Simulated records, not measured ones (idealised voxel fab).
Herein follows the process module entitled voxel plated lines.
Displayed cross-section: cut, width of 265 nm, square cells sized 5 nm.
Cross-section format: a grid of square cells, given as bands from top to bottom; each band is one or more rows of cells. Band: top height; bottom height; in nm. Then, left to right: material with width in nm, for each material. "all across": a single material spanning edge to edge. "air": empty space. Height reference: 0 = level under which incoming wafer is all one material. Lowest band: no bottom, runs on downward, e.g. "0 -> down". A two-number width, for instance "30..40", indicates that the width is equal to the first number in the top row of the band and to the second number in the bottom row, and that it changes by a constant amount per row of cells. What does "no change occurred" mean for a step? It means no cell of the cross-section changed in that step. Heads up: "Voids, enclosed" only lists the empty pockets with no open path to the top that are 8 cells or more, and it writes them as width x height at distance, distance from the left edge, in nm. after a step's settings: what the simulator itself notes on the step. "overlay nm" answers the question of how far to the right of plan the mask lay on a step that has a mask, and when it is negative the answer is to the left.
[Intended process steps]
1 RECEIVE, material Si
2 CONFORMAL_DEP, material SiO2, thk nm 5
3 DIRECTIONAL_DEP, material TiN, thk nm 5
4 PATTERN, tone open, mask id LINES, material resist, width nm 15, pitch nm 55, thk nm 20, overlay nm 0
5 EPI, material Ru, thk nm 10
6 STRIP, etch materials resist
7 DIRECTIONAL_ETCH, etch materials TiN, depth nm 5
8 CONFORMAL_DEP, material SiCN, thk nm 5
All wafers enter the flow in the same state. The width nm at step 4 differs from wafer to wafer, and the plan gives the value for the first wafer.
[The first of several wafers, as received after step 1, seen in section]
- 0 -> down: Si all across
- Voids, enclosed: none
[Cross-section after step 8, the final step of the module, for the first of several wafers]
- 25 -> 20: 65 nm air, then 25 nm SiCN, then 30 nm air, then 25 nm SiCN, then 30 nm air, then 25 nm SiCN, then 65 nm air
- 20 -> 10: 65 nm air, then 5 nm SiCN, then 15 nm Ru, then 5 nm SiCN, then 30 nm air, then 5 nm SiCN, then 15 nm Ru, then 5 nm SiCN, then 30 nm air, then 5 nm SiCN, then 15 nm Ru, then 5 nm SiCN, then 65 nm air
- 10 -> 5: 70 nm SiCN, then 15 nm TiN, then 40 nm SiCN, then 15 nm TiN, then 40 nm SiCN, then 15 nm TiN, then 70 nm SiCN
- 5 -> 0: SiO2 all across
- 0 -> down: Si all across
- Voids, enclosed: none
[Of the several wafers, the last: cross-section at the end of the module]
- 25 -> 20: 55 nm air, then 50 nm SiCN, then 5 nm air, then 50 nm SiCN, then 5 nm air, then 50 nm SiCN, then 50 nm air
- 20 -> 10: 55 nm air, then 5 nm SiCN, then 40 nm Ru, then 5 nm SiCN, then 5 nm air, then 5 nm SiCN, then 40 nm Ru, then 5 nm SiCN, then 5 nm air, then 5 nm SiCN, then 40 nm Ru, then 5 nm SiCN, then 50 nm air
- 10 -> 5: 60 nm SiCN, then 40 nm TiN, then 15 nm SiCN, then 40 nm TiN, then 15 nm SiCN, then 40 nm TiN, then 55 nm SiCN
- 5 -> 0: SiO2 all across
- 0 -> down: Si all across
- Voids, enclosed: none
[Below is a per-wafer table. In it, each row describes the wafer at the end of the module by giving, for each material, the number of cells gained (+) or lost (-) since the wafer was received, and after that the closed voids of the wafer]
width nm 15, +18 Ru, +71 SiCN, +53 SiO2, +9 TiN, Voids, enclosed: none
width nm 20, +24 Ru, +71 SiCN, +53 SiO2, +12 TiN, Voids, enclosed: none
width nm 25, +30 Ru, +71 SiCN, +53 SiO2, +15 TiN, Voids, enclosed: none
width nm 30, +36 Ru, +71 SiCN, +53 SiO2, +18 TiN, Voids, enclosed: none
width nm 35, +42 Ru, +71 SiCN, +53 SiO2, +21 TiN, Voids, enclosed: none
width nm 40, +48 Ru, +71 SiCN, +53 SiO2, +24 TiN, Voids, enclosed: none
